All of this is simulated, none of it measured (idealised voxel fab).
The document below concerns the process module designated voxel self aligned vias.
Cross-section cut: width 155 nm, square cells of 5 nm.
For the purposes of this document, a cross-section shall be understood as a grid of square cells, specified as bands listed in top-to-bottom order, each band consisting of one or more rows of cells. A band entry consists of two parts. The first gives the height of the band's top and the height of its bottom, in nm. The rest lists the band's materials from left to right, each with its width in nm. A single material labelled with the word "edge to edge" fills the band from edge to edge, and the word "air" marks empty space. The level at which height equals 0 is the one under which the wafer, as it arrives, is entirely one material. No lower edge exists for the bottom band, which continues downward and is notated as in "z 0 and below". Read "30..40" as a graded width: first number on top, second number at the bottom, same change between each pair of neighbouring rows. A step reported as "remains unaltered" is a step in which no cell of the cross-section changed. Basically, "Voids, fully enclosed" tells you about the enclosed voids: empty spaces with no open way to the top, 8 cells or bigger, each written width x height at distance, where distance is from the left edge, all in nm. Post-settings text on a step line: simulator's own remark regarding the step. Among the settings permitted on a step's line is "overlay nm"; applied to a step with a mask, it specifies the extent to which the mask lay to the right of its planned position, whereas a negative figure signifies a position to the left.
The planned process steps are enumerated hereunder:
- 1: RECEIVE: material Si
- 2: CONFORMAL_DEP: material SiO2, thk nm 10
- 3: CONFORMAL_DEP: material SiCN, thk nm 5
- 4: DIRECTIONAL_DEP: material lowk, thk nm 25
- 5: MASKED_ETCH: tone open, mask id LINES, width nm 15, pitch nm 45, etch materials lowk, depth nm 25, overlay nm 0
- 6: CONFORMAL_DEP: material TiN, thk nm 5
- 7: FILL_DEP: material W, thk nm 5
- 8: CMP: height nm 40
- 9: SELECTIVE_ETCH: etch materials W Ru TiN, depth nm 5
- 10: FILL_DEP: material SiN, thk nm 10
- 11: CMP: height nm 40
- 12: DIRECTIONAL_DEP: material lowk, thk nm 20
- 13: PATTERN: tone open, mask id VIAS, material resist, width nm 30, pitch nm 45, thk nm 15, overlay nm 0
- 14: DIRECTIONAL_ETCH: etch materials lowk, depth nm 20
- 15: DIRECTIONAL_ETCH: etch materials SiN, depth nm 5
- 16: STRIP: etch materials resist
- 17: CONFORMAL_DEP: material TiN, thk nm 5
- 18: FILL_DEP: material W, thk nm 10
- 19: CMP: height nm 60
- 20: CONFORMAL_DEP: material SiN, thk nm 5
For clarity, it should be stated that the wafers under discussion commence in an identical condition and differ with respect to the width nm of step 5, the plan indicating the value that the first wafer had.
Cross-section of the first incoming wafer of several, state after step 1:
	z 0 and below | Si edge to edge
	Voids, fully enclosed: none
The following table contains a row per wafer, in which are reported, at the conclusion of the module, the cells of each material gained (+) or lost (-) since the wafer's receipt, with its closed voids given thereafter:
width nm 15, +31 SiCN, +31 SiN, +62 SiO2, +69 TiN, +48 W, +162 lowk, Voids, fully enclosed: none
width nm 20, +31 SiCN, +31 SiN, +62 SiO2, +72 TiN, +60 W, +147 lowk, Voids, fully enclosed: none
width nm 25, +31 SiCN, +31 SiN, +62 SiO2, +75 TiN, +72 W, +132 lowk, Voids, fully enclosed: none
width nm 30, +31 SiCN, +31 SiN, +62 SiO2, +78 TiN, +84 W, +117 lowk, Voids, fully enclosed: none
